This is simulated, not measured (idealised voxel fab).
Name of the process module below: voxel wiring stack
Cross-sectional view cut (width: 255 nm; square cell size: 5 nm).
Each cross-section below is a grid of square cells, stated as bands in top-down order, with one or more rows of cells making up each band. Band: top and bottom heights (nm) first, top before bottom; then materials from left to right, widths in nm. "edge to edge" marks a sole material filling the band edge to edge. "blank" denotes empty space. We count height from 0. Below that, the starting wafer is all one material. The lowest band never ends at the bottom but goes on down; see "from 0 down" for how that is written. The notation "30..40" denotes a width that varies across the rows of cells in the band, beginning at the first number in the top row, finishing at the second number in the bottom row, and changing by an identical amount from each row to the next. When a step is marked "same as before", none of the cells in the cross-section changed during that step. "Sealed internal cavities" specifies each empty space that is not open to the top and that occupies no fewer than 8 cells, using the form width x height at distance, the distance measured from the left edge and all three quantities in nm. Past the settings on a step's line: simulator remark, on that step. The setting "overlay nm" may be written on the line of a step. When the step uses a mask, the value reports how far to the right of the planned place the mask lay, and a negative value reports that it lay to the left.
Steps planned for the process
1) op RECEIVE | material Si
2) op CONFORMAL_DEP | material SiO2 | thk nm 10
3) op DIRECTIONAL_DEP | material TiN | thk nm 5
4) op DIRECTIONAL_DEP | material Ru | thk nm 25
5) op PATTERN | tone cover | mask id METAL_1 | material resist | width nm 25 | pitch nm 55 | thk nm 15 | overlay nm 0
6) op DIRECTIONAL_ETCH | etch materials Ru | depth nm 25
7) op DIRECTIONAL_ETCH | etch materials TiN | depth nm 5
8) op STRIP | etch materials resist
9) op FILL_DEP | material SiO2 | thk nm 5
10) op CMP | height nm 40
11) op CONFORMAL_DEP | material SiCN | thk nm 5
12) op DIRECTIONAL_DEP | material lowk | thk nm 20
13) op MASKED_ETCH | tone open | mask id PLUG_1 | width nm 15 | pitch nm 55 | etch materials lowk | depth nm 20 | overlay nm 0
14) op MASKED_ETCH | tone open | mask id PLUG_1 | width nm 15 | pitch nm 55 | etch materials SiCN | depth nm 5 | overlay nm 0
15) op CONFORMAL_DEP | material TiN | thk nm 5
16) op FILL_DEP | material W | thk nm 5
17) op CMP | height nm 65
18) op CONFORMAL_DEP | material SiN | thk nm 5
19) op DIRECTIONAL_DEP | material lowk | thk nm 20
20) op MASKED_ETCH | tone open | mask id METAL_2 | width nm 25 | pitch nm 55 | etch materials lowk | depth nm 20 | overlay nm 0
21) op MASKED_ETCH | tone open | mask id METAL_2 | width nm 25 | pitch nm 55 | etch materials SiN | depth nm 5 | overlay nm 0
22) op CONFORMAL_DEP | material TiN | thk nm 5
23) op FILL_DEP | material Cu | thk nm 10
24) op CMP | height nm 90
25) op CONFORMAL_DEP | material SiCN | thk nm 5
So this is the incoming wafer in cross-section - it's already been through step 1
- from 0 down | Si edge to edge
- Sealed internal cavities: none
End-of-module cross-section of the first of two wafers, processed as planned
- from 95 to 90 | SiCN edge to edge
- from 90 to 70 | 30 of lowk / 5 of TiN / 15 of Cu / 5 of TiN / 30 of lowk / 5 of TiN / 15 of Cu / 5 of TiN / 30 of lowk / 5 of TiN / 15 of Cu / 5 of TiN / 30 of lowk / 5 of TiN / 15 of Cu / 5 of TiN / 35 of lowk
- from 70 to 65 | 30 of SiN / 25 of TiN / 30 of SiN / 25 of TiN / 30 of SiN / 25 of TiN / 30 of SiN / 25 of TiN / 35 of SiN
- from 65 to 45 | 30 of lowk / 5 of TiN / 5 of W / 5 of TiN / 40 of lowk / 5 of TiN / 5 of W / 5 of TiN / 40 of lowk / 5 of TiN / 5 of W / 5 of TiN / 40 of lowk / 5 of TiN / 5 of W / 5 of TiN / 45 of lowk
- from 45 to 40 | 30 of SiCN / 15 of TiN / 40 of SiCN / 15 of TiN / 40 of SiCN / 15 of TiN / 40 of SiCN / 15 of TiN / 45 of SiCN
- from 40 to 15 | 30 of SiO2 / 25 of Ru / 30 of SiO2 / 25 of Ru / 30 of SiO2 / 25 of Ru / 30 of SiO2 / 25 of Ru / 35 of SiO2
- from 15 to 10 | 30 of SiO2 / 25 of TiN / 30 of SiO2 / 25 of TiN / 30 of SiO2 / 25 of TiN / 30 of SiO2 / 25 of TiN / 35 of SiO2
- from 10 to 0 | SiO2 edge to edge
- from 0 down | Si edge to edge
- Sealed internal cavities: none
Now the second wafer, cross-sectioned at the end of the module. Nothing different at the start, nothing different in the plan compared with the first, just one mistake when it was actually run
- from 95 to 90 | SiCN edge to edge
- from 90 to 70 | 30 of lowk / 5 of TiN / 15 of Cu / 5 of TiN / 30 of lowk / 5 of TiN / 15 of Cu / 5 of TiN / 30 of lowk / 5 of TiN / 15 of Cu / 5 of TiN / 30 of lowk / 5 of TiN / 15 of Cu / 5 of TiN / 35 of lowk
- from 70 to 65 | 30 of SiN / 25 of TiN / 30 of SiN / 25 of TiN / 30 of SiN / 25 of TiN / 30 of SiN / 25 of TiN / 35 of SiN
- from 65 to 45 | 30 of lowk / 5 of TiN / 5 of W / 5 of TiN / 40 of lowk / 5 of TiN / 5 of W / 5 of TiN / 40 of lowk / 5 of TiN / 5 of W / 5 of TiN / 40 of lowk / 5 of TiN / 5 of W / 5 of TiN / 45 of lowk
- from 45 to 40 | 30 of SiCN / 15 of TiN / 40 of SiCN / 15 of TiN / 40 of SiCN / 15 of TiN / 40 of SiCN / 15 of TiN / 45 of SiCN
- from 40 to 15 | 30 of SiO2 / 25 of Ru / 30 of SiO2 / 25 of Ru / 30 of SiO2 / 25 of Ru / 30 of SiO2 / 25 of Ru / 35 of SiO2
- from 15 to 10 | W edge to edge
- from 10 to 0 | SiO2 edge to edge
- from 0 down | Si edge to edge
- Sealed internal cavities: none
Against the plan, the run slipped here: not per plan at step 3, really ran op DIRECTIONAL_DEP | material W | thk nm 5
Once processing is complete, comparing cell counts shows that the second wafer has more or fewer of certain materials than the first: SiO2: 31 fewer, TiN: 20 fewer, W: 51 more
